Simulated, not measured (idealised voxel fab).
voxel released beams: a process module
255 nm wide, 5 nm square cells: that's cross-section cut.
How to read a cross-section here: the picture is a grid of square cells, written as bands going from the top down, and any band can span one or more rows of cells.
It is stipulated that each band's entry specify, in nanometres, the height of the top of the band and then that of its bottom, followed by the materials of the band in left-to-right sequence, each together with its width in nanometres. A single material marked by the word "everywhere" is understood to fill the band from edge to edge; the word "air" is understood to denote empty space.
Ref level 0: as-received wafer is one material below here. Bottom band extends down with no lower bound ("top 0, no bottom").
So if you see something like "30->40" for the width, read it as the top row of the band sitting at the first number and the bottom row at the second, with every row in between moving by the same amount as the last.
You'll sometimes find "no alteration" written for a step, and that's the way of saying that nowhere in the cross-section did a cell change during that step.
This entry, "Voids, enclosed", enumerates those empty regions of no fewer than 8 cells that possess no open connection to the top. Each region is reported in the form width x height at distance, the distance being taken from the left edge, with all three quantities expressed in nm.
If you see something after the settings on a step's line, that's the simulator's own remark about that step.
Each step line may optionally specify "overlay nm", which for a step with a mask gives the rightward distance between the mask's planned place and where it lay, a negative value indicating the leftward direction.
[Steps in the process plan]
1) RECEIVE: material Si
2) CONFORMAL_DEP: material Al2O3, thk nm 10
3) DIRECTIONAL_DEP: material SiO2, thk nm 15
4) DIRECTIONAL_DEP: material aC, thk nm 15
5) PATTERN: tone open, mask id ANCHOR, material resist, width nm 45, thk nm 30, overlay nm 0
6) DIRECTIONAL_ETCH: etch materials aC, depth nm 15
7) STRIP: etch materials resist
8) DIRECTIONAL_ETCH: etch materials SiO2, depth nm 15
9) STRIP: etch materials aC
10) CONFORMAL_DEP: material polySi, thk nm 15
11) PATTERN: tone cover, mask id BEAM, material resist, width nm 110, thk nm 20, overlay nm 0
12) DIRECTIONAL_ETCH: etch materials polySi, depth nm 15
13) STRIP: etch materials resist
14) STRIP: etch materials SiO2
[First out of two wafers; run went to plan]
[Shown in cross-section is the wafer as received, that is, as it stands after step 1]
> top 0, no bottom | Si everywhere
> Voids, enclosed: none
[Step 2 done - wafer cross-section]
> top 10, bottom 0 | Al2O3 everywhere
> below 0: unchanged
[Step 3 done - wafer cross-section]
> top 25, bottom 10 | SiO2 everywhere
> below 10: unchanged
[Step 4 done - wafer cross-section]
> top 40, bottom 25 | aC everywhere
> below 25: unchanged
[Step 5 done - wafer cross-section]
> top 70, bottom 40 | resist 75 nm  air 45 nm  resist 135 nm
> below 40: unchanged
[Step 6 done - wafer cross-section]
> top 55, bottom 40 | resist 75 nm  air 45 nm  resist 135 nm
> top 40, bottom 25 | aC 75 nm  air 45 nm  aC 135 nm
> below 25: unchanged
[Step 7 done - wafer cross-section]
> top 40, bottom 25 | aC 75 nm  air 45 nm  aC 135 nm
> below 25: unchanged
[Step 8 done - wafer cross-section]
> top 40, bottom 25 | aC 75 nm  air 45 nm  aC 135 nm
> top 25, bottom 10 | SiO2 75 nm  air 45 nm  SiO2 135 nm
> below 10: unchanged
[Step 9 done - wafer cross-section]
> top 25, bottom 10 | SiO2 75 nm  air 45 nm  SiO2 135 nm
> below 10: unchanged
[Step 10 done - wafer cross-section]
> top 40, bottom 25 | polySi 90 nm  air 15 nm  polySi 150 nm
> top 25, bottom 10 | SiO2 75 nm  polySi 45 nm  SiO2 135 nm
> below 10: unchanged
[Step 11 done - wafer cross-section]
> top 60, bottom 40 | air 70 nm  resist 110 nm  air 75 nm
> top 40, bottom 25 | polySi 90 nm  resist 15 nm  polySi 150 nm
> below 25: unchanged
[Step 12 done - wafer cross-section]
> top 60, bottom 40 | air 70 nm  resist 110 nm  air 75 nm
> top 40, bottom 25 | air 70 nm  polySi 20 nm  resist 15 nm  polySi 75 nm  air 75 nm
> below 25: unchanged
[Step 13 done - wafer cross-section]
> top 40, bottom 25 | air 70 nm  polySi 20 nm  air 15 nm  polySi 75 nm  air 75 nm
> below 25: unchanged
[Step 14 done - wafer cross-section]
> top 40, bottom 25 | air 70 nm  polySi 20 nm  air 15 nm  polySi 75 nm  air 75 nm
> top 25, bottom 10 | air 75 nm  polySi 45 nm  air 135 nm
> below 10: unchanged
[Second of two: same start, same plan, one run error; steps up to and including 9 match the first]
[Cross-section of the second wafer when, according to plan, step 10 should have finished]
> top 55, bottom 25 | polySi everywhere
> top 25, bottom 10 | SiO2 75 nm  polySi 45 nm  SiO2 135 nm
> below 10: unchanged
[Cross-section of the second wafer when, according to plan, step 11 should have finished]
> top 75, bottom 55 | air 70 nm  resist 110 nm  air 75 nm
> below 55: unchanged
[Cross-section of the second wafer when, according to plan, step 12 should have finished]
> top 75, bottom 55 | air 70 nm  resist 110 nm  air 75 nm
> top 55, bottom 40 | air 70 nm  polySi 110 nm  air 75 nm
> below 40: unchanged
[Cross-section of the second wafer when, according to plan, step 13 should have finished]
> top 55, bottom 40 | air 70 nm  polySi 110 nm  air 75 nm
> below 40: unchanged
Cross-section of the second wafer when, according to plan, step 14 should have finished: no alteration
what went wrong: heads up, step 10 of the plan got done twice
Upon completion, the second wafer contains, in terms of cells, a greater or smaller amount of certain materials than the first wafer: SiO2: 126 more, polySi: 162 more
